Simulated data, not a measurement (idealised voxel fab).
process module | voxel capacitor over wiring
The width of the displayed cross-section, cut, is 240 nm; its cells are square, with a size of 5 nm.
Cross-section layout: square cells on a grid; listed as bands, top to bottom; a band spans one or more cell rows. Read a band's entry like this: the first values are the height of its top and the height of its bottom in nm, and what follows is the sequence of materials from left to right, each with its width in nm. Note that "blank" is empty space, and that a single material marked "full width" reaches across the band from edge to edge. We count height from 0. Below that, the starting wafer is all one material. The lowest band never ends at the bottom but goes on down; see "0..down" for how that is written. A two-number width, for instance "30->40", indicates that the width is equal to the first number in the top row of the band and to the second number in the bottom row, and that it changes by a constant amount per row of cells. Where the words "all unchanged" appear for a step, the cross-section shows no cell changed by that step; every cell remained as before. "Closed void table" means: voids of 8 cells or more that are shut off from the top with no open way through. Written width x height at distance, distance from the left edge, in nm. The remark found on a step's line after its settings is issued by the simulator itself and pertains to that step. overlay nm: how far to the right of its planned place the mask lay on this masked step (negative: to the left). Read the rest as pairs. Take the cross-section before one process step, then the cross-section after it, which shows only down to the lowest band that changed. Under the pair, find the step between them and its settings. Bear in mind that pairs may come from different runs of this module on the same starting wafer: link a pair to the pair above it only where its entry headed "Pre-step cross-section" says to.
Pre-step cross-section:
  90..70 = 75 nm resist, 15 nm blank, 150 nm resist
  70..60 = HfO2 full width
  60..40 = lowk full width
  40..35 = SiCN full width
  35..15 = 60 nm SiO2, 5 nm TiN, 20 nm Cu, 5 nm TiN, 60 nm SiO2, 5 nm TiN, 20 nm Cu, 5 nm TiN, 60 nm SiO2
  15..10 = 60 nm SiCN, 30 nm TiN, 60 nm SiCN, 30 nm TiN, 60 nm SiCN
  10..0 = SiO2 full width
  0..down = Si full width
  Closed void table: none
After the Step:
  70..60 = HfO2 full width
  Under the height 60 nothing was changed.
  Closed void table: none
What step was run between the cross-section before it and the cross-section after it, both above? STRIP (etch materials resist)
Pre-step cross-section: identical to the post-step cross-section of the immediately preceding pair.
After the Step:
  80..70 = TiN full width
  Under the height 70 nothing was changed.
  Closed void table: none
What step was run between the cross-section before it and the cross-section after it, both above? DIRECTIONAL_DEP (material TiN; thk nm 10)
Pre-step cross-section: identical to the post-step cross-section of the immediately preceding pair.
After the Step:
  85..80 = HfO2 full width
  Under the height 80 nothing was changed.
  Closed void table: none
What step was run between the cross-section before it and the cross-section after it, both above? DIRECTIONAL_DEP (material HfO2; thk nm 5)
Pre-step cross-section: identical to the post-step cross-section of the immediately preceding pair.
After the Step:
  95..85 = TiN full width
  Under the height 85 nothing was changed.
  Closed void table: none
What step was run between the cross-section before it and the cross-section after it, both above? DIRECTIONAL_DEP (material TiN; thk nm 10)
Pre-step cross-section: identical to the post-step cross-section of the immediately preceding pair.
After the Step:
  115..95 = 75 nm blank, 65 nm resist, 100 nm blank
  Under the height 95 nothing was changed.
  Closed void table: none
What step was run between the cross-section before it and the cross-section after it, both above? PATTERN (tone cover; mask id UPPER_PLATE; material resist; width nm 65; thk nm 20; overlay nm 0)
Pre-step cross-section: identical to the post-step cross-section of the immediately preceding pair.
After the Step:
  115..95 = 75 nm blank, 65 nm resist, 100 nm blank
  95..85 = 75 nm blank, 65 nm TiN, 100 nm blank
  Under the height 85 nothing was changed.
  Closed void table: none
What step was run between the cross-section before it and the cross-section after it, both above? DIRECTIONAL_ETCH (etch materials TiN; depth nm 10)
Pre-step cross-section: identical to the post-step cross-section of the immediately preceding pair.
After the Step:
  115..95 = 75 nm blank, 65 nm resist, 100 nm blank
  95..85 = 75 nm blank, 65 nm TiN, 100 nm blank
  85..80 = 75 nm blank, 65 nm HfO2, 100 nm blank
  Under the height 80 nothing was changed.
  Closed void table: none
What step was run between the cross-section before it and the cross-section after it, both above? DIRECTIONAL_ETCH (etch materials HfO2; depth nm 5)
Pre-step cross-section: identical to the post-step cross-section of the immediately preceding pair.
After the Step:
  95..85 = 75 nm blank, 65 nm TiN, 100 nm blank
  Under the height 85 nothing was changed.
  Closed void table: none
What step was run between the cross-section before it and the cross-section after it, both above? STRIP (etch materials resist)
Pre-step cross-section: identical to the post-step cross-section of the immediately preceding pair.
After the Step:
  105..95 = 75 nm blank, 65 nm aC, 100 nm blank
  95..90 = 75 nm blank, 65 nm TiN, 100 nm blank
  90..85 = 75 nm aC, 65 nm TiN, 100 nm aC
  85..80 = 75 nm aC, 65 nm HfO2, 100 nm aC
  Under the height 80 nothing was changed.
  Closed void table: none
What step was run between the cross-section before it and the cross-section after it, both above? DIRECTIONAL_DEP (material aC; thk nm 10)
Pre-step cross-section: identical to the post-step cross-section of the immediately preceding pair.
After the Step:
  130..105 = 70 nm blank, 75 nm resist, 95 nm blank
  105..95 = 70 nm blank, 5 nm resist, 65 nm aC, 5 nm resist, 95 nm blank
  95..90 = 70 nm blank, 5 nm resist, 65 nm TiN, 5 nm resist, 95 nm blank
  Under the height 90 nothing was changed.
  Closed void table: none
What step was run between the cross-section before it and the cross-section after it, both above? PATTERN (tone cover; mask id LOWER_PLATE; material resist; width nm 75; thk nm 25; overlay nm 0)
Pre-step cross-section: identical to the post-step cross-section of the immediately preceding pair.
After the Step:
  120..105 = 70 nm blank, 75 nm resist, 95 nm blank
  105..95 = 70 nm blank, 5 nm resist, 65 nm aC, 5 nm resist, 95 nm blank
  95..90 = 70 nm blank, 5 nm resist, 65 nm TiN, 5 nm resist, 95 nm blank
  90..85 = 70 nm blank, 5 nm aC, 65 nm TiN, 5 nm aC, 95 nm blank
  85..80 = 70 nm blank, 5 nm aC, 65 nm HfO2, 5 nm aC, 95 nm blank
  Under the height 80 nothing was changed.
  Closed void table: none
What step was run between the cross-section before it and the cross-section after it, both above? DIRECTIONAL_ETCH (etch materials aC; depth nm 10)
Pre-step cross-section: identical to the post-step cross-section of the immediately preceding pair.
After the Step:
  105..95 = 75 nm blank, 65 nm aC, 100 nm blank
  95..90 = 75 nm blank, 65 nm TiN, 100 nm blank
  Under the height 90 nothing was changed.
  Closed void table: none
What step was run between the cross-section before it and the cross-section after it, both above? STRIP (etch materials resist)
Pre-step cross-section: identical to the post-step cross-section of the immediately preceding pair.
After the Step:
  105..95 = 75 nm blank, 65 nm aC, 100 nm blank
  95..90 = 75 nm blank, 65 nm TiN, 100 nm blank
  90..85 = 70 nm blank, 5 nm aC, 65 nm TiN, 5 nm aC, 95 nm blank
  85..80 = 70 nm blank, 5 nm aC, 65 nm HfO2, 5 nm aC, 95 nm blank
  80..70 = 70 nm blank, 75 nm TiN, 95 nm blank
  Under the height 70 nothing was changed.
  Closed void table: none
What step was run between the cross-section before it and the cross-section after it, both above? DIRECTIONAL_ETCH (etch materials TiN; depth nm 10)
Pre-step cross-section: identical to the post-step cross-section of the immediately preceding pair.
After the Step:
  95..85 = 75 nm blank, 65 nm TiN, 100 nm blank
  85..80 = 75 nm blank, 65 nm HfO2, 100 nm blank
  Under the height 80 nothing was changed.
  Closed void table: none
What step was run between the cross-section before it and the cross-section after it, both above? STRIP (etch materials aC)
Pre-step cross-section: identical to the post-step cross-section of the immediately preceding pair.
After the Step:
  115..95 = SiO2 full width
  95..85 = 75 nm SiO2, 65 nm TiN, 100 nm SiO2
  85..80 = 75 nm SiO2, 65 nm HfO2, 100 nm SiO2
  80..70 = 70 nm SiO2, 75 nm TiN, 95 nm SiO2
  Under the height 70 nothing was changed.
  Closed void table: none
What step was run between the cross-section before it and the cross-section after it, both above? FILL_DEP (material SiO2; thk nm 20)
Pre-step cross-section: identical to the post-step cross-section of the immediately preceding pair.
After the Step:
  100..95 = SiO2 full width
  Under the height 95 nothing was changed.
  Closed void table: none
What step was run between the cross-section before it and the cross-section after it, both above? CMP (height nm 100)
Pre-step cross-section: identical to the post-step cross-section of the immediately preceding pair.
After the Step:
  110..100 = aC full width
  Under the height 100 nothing was changed.
  Closed void table: none
What step was run between the cross-section before it and the cross-section after it, both above? DIRECTIONAL_DEP (material aC; thk nm 10)
Pre-step cross-section: identical to the post-step cross-section of the immediately preceding pair.
After the Step:
  135..110 = 85 nm resist, 15 nm blank, 140 nm resist
  Under the height 110 nothing was changed.
  Closed void table: none
What step was run between the cross-section before it and the cross-section after it, both above? PATTERN (tone open; mask id PLUG_2; material resist; width nm 15; thk nm 25; overlay nm 0)
Pre-step cross-section: identical to the post-step cross-section of the immediately preceding pair.
After the Step:
  125..110 = 85 nm resist, 15 nm blank, 140 nm resist
  110..100 = 85 nm aC, 15 nm blank, 140 nm aC
  Under the height 100 nothing was changed.
  Closed void table: none
What step was run between the cross-section before it and the cross-section after it, both above? DIRECTIONAL_ETCH (etch materials aC; depth nm 10)
Pre-step cross-section: identical to the post-step cross-section of the immediately preceding pair.
After the Step:
  110..100 = 85 nm aC, 15 nm blank, 140 nm aC
  Under the height 100 nothing was changed.
  Closed void table: none
What step was run between the cross-section before it and the cross-section after it, both above? STRIP (etch materials resist)
Pre-step cross-section: identical to the post-step cross-section of the immediately preceding pair.
After the Step:
  110..100 = 85 nm aC, 15 nm blank, 140 nm aC
  100..95 = 85 nm SiO2, 15 nm blank, 140 nm SiO2
  Under the height 95 nothing was changed.
  Closed void table: none
What step was run between the cross-section before it and the cross-section after it, both above? DIRECTIONAL_ETCH (etch materials SiO2; depth nm 15)
Pre-step cross-section: identical to the post-step cross-section of the immediately preceding pair.
After the Step:
  100..95 = 85 nm SiO2, 15 nm blank, 140 nm SiO2
  Under the height 95 nothing was changed.
  Closed void table: none
What step was run between the cross-section before it and the cross-section after it, both above? STRIP (etch materials aC)
Pre-step cross-section: identical to the post-step cross-section of the immediately preceding pair.
After the Step:
  105..100 = 90 nm TiN, 5 nm blank, 145 nm TiN
  100..95 = 85 nm SiO2, 15 nm TiN, 140 nm SiO2
  Under the height 95 nothing was changed.
  Closed void table: none
What step was run between the cross-section before it and the cross-section after it, both above? CONFORMAL_DEP (material TiN; thk nm 5)
Pre-step cross-section: identical to the post-step cross-section of the immediately preceding pair.
After the Step:
  110..105 = Cu full width
  105..100 = 90 nm TiN, 5 nm Cu, 145 nm TiN
  Under the height 100 nothing was changed.
  Closed void table: none
What step was run between the cross-section before it and the cross-section after it, both above? FILL_DEP (material Cu; thk nm 5)
Pre-step cross-section: identical to the post-step cross-section of the immediately preceding pair.
After the Step:
  100..95 = 85 nm SiO2, 15 nm TiN, 140 nm SiO2
  Under the height 95 nothing was changed.
  Closed void table: none
What step was run between the cross-section before it and the cross-section after it, both above? CMP (height nm 100)
Pre-step cross-section: identical to the post-step cross-section of the immediately preceding pair.
After the Step:
  105..100 = SiCN full width
  Under the height 100 nothing was changed.
  Closed void table: none
What step was run between the cross-section before it and the cross-section after it, both above? CONFORMAL_DEP (material SiCN; thk nm 5)
Pre-step cross-section:
  85..75 = TiN full width
  75..70 = HfO2 full width
  70..60 = TiN full width
  60..40 = 75 nm lowk, 15 nm Ru, 150 nm lowk
  40..35 = 75 nm SiCN, 15 nm Ru, 150 nm SiCN
  35..15 = 60 nm SiO2, 5 nm TiN, 20 nm Cu, 5 nm TiN, 60 nm SiO2, 5 nm TiN, 20 nm Cu, 5 nm TiN, 60 nm SiO2
  15..10 = 60 nm SiCN, 30 nm TiN, 60 nm SiCN, 30 nm TiN, 60 nm SiCN
  10..0 = SiO2 full width
  0..down = Si full width
  Closed void table: none
After the Step:
  105..85 = 75 nm resist, 65 nm blank, 100 nm resist
  Under the height 85 nothing was changed.
  Closed void table: none
What step was run between the cross-section before it and the cross-section after it, both above? PATTERN (tone open; mask id UPPER_PLATE; material resist; width nm 65; thk nm 20; overlay nm 0)
Pre-step cross-section: identical to the post-step cross-section of the immediately preceding pair.
After the Step:
  105..85 = 75 nm resist, 65 nm blank, 100 nm resist
  85..75 = 75 nm TiN, 65 nm blank, 100 nm TiN
  Under the height 75 nothing was changed.
  Closed void table: none
What step was run between the cross-section before it and the cross-section after it, both above? DIRECTIONAL_ETCH (etch materials TiN; depth nm 10)
Pre-step cross-section: identical to the post-step cross-section of the immediately preceding pair.
After the Step:
  105..85 = 75 nm resist, 65 nm blank, 100 nm resist
  85..75 = 75 nm TiN, 65 nm blank, 100 nm TiN
  75..70 = 75 nm HfO2, 65 nm blank, 100 nm HfO2
  Under the height 70 nothing was changed.
  Closed void table: none
What step was run between the cross-section before it and the cross-section after it, both above? DIRECTIONAL_ETCH (etch materials HfO2; depth nm 5)
Pre-step cross-section: identical to the post-step cross-section of the immediately preceding pair.
After the Step:
  85..75 = 75 nm TiN, 65 nm blank, 100 nm TiN
  Under the height 75 nothing was changed.
  Closed void table: none
What step was run between the cross-section before it and the cross-section after it, both above? STRIP (etch materials resist)
Pre-step cross-section: identical to the post-step cross-section of the immediately preceding pair.
After the Step:
  95..85 = 75 nm aC, 65 nm blank, 100 nm aC
  85..80 = 75 nm TiN, 65 nm blank, 100 nm TiN
  80..75 = 75 nm TiN, 65 nm aC, 100 nm TiN
  75..70 = 75 nm HfO2, 65 nm aC, 100 nm HfO2
  Under the height 70 nothing was changed.
  Closed void table: none
What step was run between the cross-section before it and the cross-section after it, both above? DIRECTIONAL_DEP (material aC; thk nm 10)
Pre-step cross-section: identical to the post-step cross-section of the immediately preceding pair.
After the Step:
  120..95 = 70 nm blank, 75 nm resist, 95 nm blank
  95..85 = 75 nm aC, 65 nm resist, 100 nm aC
  85..80 = 75 nm TiN, 65 nm resist, 100 nm TiN
  Under the height 80 nothing was changed.
  Closed void table: none
What step was run between the cross-section before it and the cross-section after it, both above? PATTERN (tone cover; mask id LOWER_PLATE; material resist; width nm 75; thk nm 25; overlay nm 0)
Pre-step cross-section: identical to the post-step cross-section of the immediately preceding pair.
After the Step:
  110..95 = 70 nm blank, 75 nm resist, 95 nm blank
  95..85 = 70 nm blank, 5 nm aC, 65 nm resist, 5 nm aC, 95 nm blank
  Under the height 85 nothing was changed.
  Closed void table: none
What step was run between the cross-section before it and the cross-section after it, both above? DIRECTIONAL_ETCH (etch materials aC; depth nm 10)
Pre-step cross-section: identical to the post-step cross-section of the immediately preceding pair.
After the Step:
  95..85 = 70 nm blank, 5 nm aC, 65 nm blank, 5 nm aC, 95 nm blank
  85..80 = 75 nm TiN, 65 nm blank, 100 nm TiN
  Under the height 80 nothing was changed.
  Closed void table: none
What step was run between the cross-section before it and the cross-section after it, both above? STRIP (etch materials resist)
Pre-step cross-section: identical to the post-step cross-section of the immediately preceding pair.
After the Step:
  95..85 = 70 nm blank, 5 nm aC, 65 nm blank, 5 nm aC, 95 nm blank
  85..80 = 70 nm blank, 5 nm TiN, 65 nm blank, 5 nm TiN, 95 nm blank
  80..75 = 70 nm blank, 5 nm TiN, 65 nm aC, 5 nm TiN, 95 nm blank
  Under the height 75 nothing was changed.
  Closed void table: none
What step was run between the cross-section before it and the cross-section after it, both above? DIRECTIONAL_ETCH (etch materials TiN; depth nm 10)
Pre-step cross-section: identical to the post-step cross-section of the immediately preceding pair.
After the Step:
  85..75 = 70 nm blank, 5 nm TiN, 65 nm blank, 5 nm TiN, 95 nm blank
  75..70 = 75 nm HfO2, 65 nm blank, 100 nm HfO2
  Under the height 70 nothing was changed.
  Closed void table: none
What step was run between the cross-section before it and the cross-section after it, both above? STRIP (etch materials aC)
Pre-step cross-section: identical to the post-step cross-section of the immediately preceding pair.
After the Step:
  105..85 = SiO2 full width
  85..75 = 70 nm SiO2, 5 nm TiN, 65 nm SiO2, 5 nm TiN, 95 nm SiO2
  75..70 = 75 nm HfO2, 65 nm SiO2, 100 nm HfO2
  Under the height 70 nothing was changed.
  Closed void table: none
What step was run between the cross-section before it and the cross-section after it, both above? FILL_DEP (material SiO2; thk nm 20)
Pre-step cross-section: identical to the post-step cross-section of the immediately preceding pair.
After the Step:
  100..85 = SiO2 full width
  Under the height 85 nothing was changed.
  Closed void table: none
What step was run between the cross-section before it and the cross-section after it, both above? CMP (height nm 100)
Pre-step cross-section: identical to the post-step cross-section of the immediately preceding pair.
After the Step:
  110..100 = aC full width
  Under the height 100 nothing was changed.
  Closed void table: none
What step was run between the cross-section before it and the cross-section after it, both above? DIRECTIONAL_DEP (material aC; thk nm 10)
Pre-step cross-section: identical to the post-step cross-section of the immediately preceding pair.
After the Step:
  135..110 = 85 nm resist, 15 nm blank, 140 nm resist
  Under the height 110 nothing was changed.
  Closed void table: none
What step was run between the cross-section before it and the cross-section after it, both above? PATTERN (tone open; mask id PLUG_2; material resist; width nm 15; thk nm 25; overlay nm 0)
Pre-step cross-section: identical to the post-step cross-section of the immediately preceding pair.
After the Step:
  125..110 = 85 nm resist, 15 nm blank, 140 nm resist
  110..100 = 85 nm aC, 15 nm blank, 140 nm aC
  Under the height 100 nothing was changed.
  Closed void table: none
What step was run between the cross-section before it and the cross-section after it, both above? DIRECTIONAL_ETCH (etch materials aC; depth nm 10)
Pre-step cross-section: identical to the post-step cross-section of the immediately preceding pair.
After the Step:
  110..100 = 85 nm aC, 15 nm blank, 140 nm aC
  Under the height 100 nothing was changed.
  Closed void table: none
What step was run between the cross-section before it and the cross-section after it, both above? STRIP (etch materials resist)
Pre-step cross-section: identical to the post-step cross-section of the immediately preceding pair.
After the Step:
  110..100 = 85 nm aC, 15 nm blank, 140 nm aC
  100..85 = 85 nm SiO2, 15 nm blank, 140 nm SiO2
  Under the height 85 nothing was changed.
  Closed void table: none
What step was run between the cross-section before it and the cross-section after it, both above? DIRECTIONAL_ETCH (etch materials SiO2; depth nm 15)
Pre-step cross-section: identical to the post-step cross-section of the immediately preceding pair.
After the Step:
  100..85 = 85 nm SiO2, 15 nm blank, 140 nm SiO2
  Under the height 85 nothing was changed.
  Closed void table: none
What step was run between the cross-section before it and the cross-section after it, both above? STRIP (etch materials aC)
Pre-step cross-section: identical to the post-step cross-section of the immediately preceding pair.
After the Step:
  105..100 = 90 nm TiN, 5 nm blank, 145 nm TiN
  100..90 = 85 nm SiO2, 5 nm TiN, 5 nm blank, 5 nm TiN, 140 nm SiO2
  90..85 = 85 nm SiO2, 15 nm TiN, 140 nm SiO2
  Under the height 85 nothing was changed.
  Closed void table: none
What step was run between the cross-section before it and the cross-section after it, both above? CONFORMAL_DEP (material TiN; thk nm 5)
Pre-step cross-section: identical to the post-step cross-section of the immediately preceding pair.
After the Step:
  110..105 = Cu full width
  105..100 = 90 nm TiN, 5 nm Cu, 145 nm TiN
  100..90 = 85 nm SiO2, 5 nm TiN, 5 nm Cu, 5 nm TiN, 140 nm SiO2
  Under the height 90 nothing was changed.
  Closed void table: none
What step was run between the cross-section before it and the cross-section after it, both above? FILL_DEP (material Cu; thk nm 5)
Pre-step cross-section: identical to the post-step cross-section of the immediately preceding pair.
After the Step:
  100..90 = 85 nm SiO2, 5 nm TiN, 5 nm Cu, 5 nm TiN, 140 nm SiO2
  Under the height 90 nothing was changed.
  Closed void table: none
What step was run between the cross-section before it and the cross-section after it, both above? CMP (height nm 100)
Pre-step cross-section: identical to the post-step cross-section of the immediately preceding pair.
After the Step:
  105..100 = SiCN full width
  Under the height 100 nothing was changed.
  Closed void table: none
What step was run between the cross-section before it and the cross-section after it, both above? CONFORMAL_DEP (material SiCN; thk nm 5)
